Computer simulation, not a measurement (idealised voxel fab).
You're looking at the process module voxel wiring stack.
Cross-section cut spans 270 nm and uses square cells 5 nm in size.
Notation: cross-section as square-cell grid; stated in bands, top first, going down; one or more cell rows per band. The band entry comprises the height of the band's top followed by the height of its bottom, expressed in nm, and subsequently the band's materials from left to right, each stated together with its width in nm. Where a single material is marked with the word "everywhere", that material fills the band from edge to edge. The word "air" represents empty space. Heights are expressed relative to 0, this being the level below which the as-received wafer comprises one material exclusively. The lowest band is unbounded in the downward direction and is denoted as in "top 0, no bottom". Note: "30 to 40" means the width goes from the first number (top row of the band) to the second number (bottom row) in equal steps per row of cells. Basically "no alteration" means that step didn't change any cell in the cross-section. Enclosed void catalog: empty space of 8 cells or more with no open way to the top, each as width x height at its distance from the left edge, in nm. Note: text after step settings on the step line = simulator remark on that step. overlay nm: on a step with a mask, how far right of its planned place the mask lay; negative means left.
List of planned process steps
1) RECEIVE | material Si
2) CONFORMAL_DEP | material SiO2 | thk nm 15
3) CONFORMAL_DEP | material SiCN | thk nm 5
4) DIRECTIONAL_DEP | material SiO2 | thk nm 20
5) PATTERN | tone open | mask id METAL_1 | material resist | width nm 15 | pitch nm 45 | thk nm 20 | overlay nm 0
6) DIRECTIONAL_ETCH | etch materials SiO2 | depth nm 20
7) DIRECTIONAL_ETCH | etch materials SiCN | depth nm 5
8) STRIP | etch materials resist
9) CONFORMAL_DEP | material TiN | thk nm 5
10) FILL_DEP | material Ru | thk nm 5
11) CMP | height nm 40
12) CONFORMAL_DEP | material SiCN | thk nm 5
13) DIRECTIONAL_DEP | material SiO2 | thk nm 10
14) PATTERN | tone open | mask id PLUG_1 | material resist | width nm 15 | pitch nm 45 | thk nm 20 | overlay nm 0
15) DIRECTIONAL_ETCH | etch materials SiO2 | depth nm 10
16) DIRECTIONAL_ETCH | etch materials SiCN | depth nm 5
17) STRIP | etch materials resist
18) EPI | material Ru | thk nm 10
19) EPI | material Ru | thk nm 5
20) CONFORMAL_DEP | material SiN | thk nm 5
21) DIRECTIONAL_DEP | material lowk | thk nm 20
22) PATTERN | tone open | mask id METAL_2 | material resist | width nm 25 | pitch nm 45 | thk nm 20 | overlay nm 0
23) DIRECTIONAL_ETCH | etch materials lowk | depth nm 20
24) DIRECTIONAL_ETCH | etch materials SiN | depth nm 5
25) STRIP | etch materials resist
26) CONFORMAL_DEP | material TiN | thk nm 5
27) FILL_DEP | material Cu | thk nm 5
28) CMP | height nm 80
29) CONFORMAL_DEP | material SiCN | thk nm 5
30) DIRECTIONAL_DEP | material lowk | thk nm 30
31) MASKED_ETCH | tone open | mask id METAL_3_HOLES | width nm 15 | pitch nm 90 | etch materials lowk | depth nm 30 | overlay nm 0
32) DIRECTIONAL_DEP | material aC | thk nm 10
33) PATTERN | tone open | mask id METAL_3 | material resist | width nm 25 | pitch nm 45 | thk nm 25 | overlay nm 0
34) DIRECTIONAL_ETCH | etch materials aC | depth nm 10
35) STRIP | etch materials resist
36) DIRECTIONAL_ETCH | etch materials lowk | depth nm 15
37) DIRECTIONAL_ETCH | etch materials SiCN | depth nm 5
38) STRIP | etch materials aC
39) CONFORMAL_DEP | material TiN | thk nm 5
40) FILL_DEP | material Cu | thk nm 10
41) CMP | height nm 115
42) CONFORMAL_DEP | material SiN | thk nm 5
All wafers enter the flow in the same state. The width nm at step 5 differs from wafer to wafer, and the plan gives the value for the first wafer.
First wafer as received, after step 1
> top 0, no bottom  Si everywhere
> Enclosed void catalog: none
Heads up, this table goes wafer by wafer. A row tells you, at the end of the module, how many cells of each material that wafer has put on (+) or dropped (-) since it was received, and then its closed voids
width nm 15, +80 Cu, +52 Ru, +132 SiCN, +88 SiN, +414 SiO2, +148 TiN, +382 lowk, Enclosed void catalog: none
width nm 20, +80 Cu, +68 Ru, +128 SiCN, +88 SiN, +398 SiO2, +152 TiN, +382 lowk, Enclosed void catalog: none
width nm 25, +80 Cu, +84 Ru, +124 SiCN, +88 SiN, +382 SiO2, +156 TiN, +382 lowk, Enclosed void catalog: none
width nm 30, +80 Cu, +100 Ru, +120 SiCN, +88 SiN, +366 SiO2, +160 TiN, +382 lowk, Enclosed void catalog: none
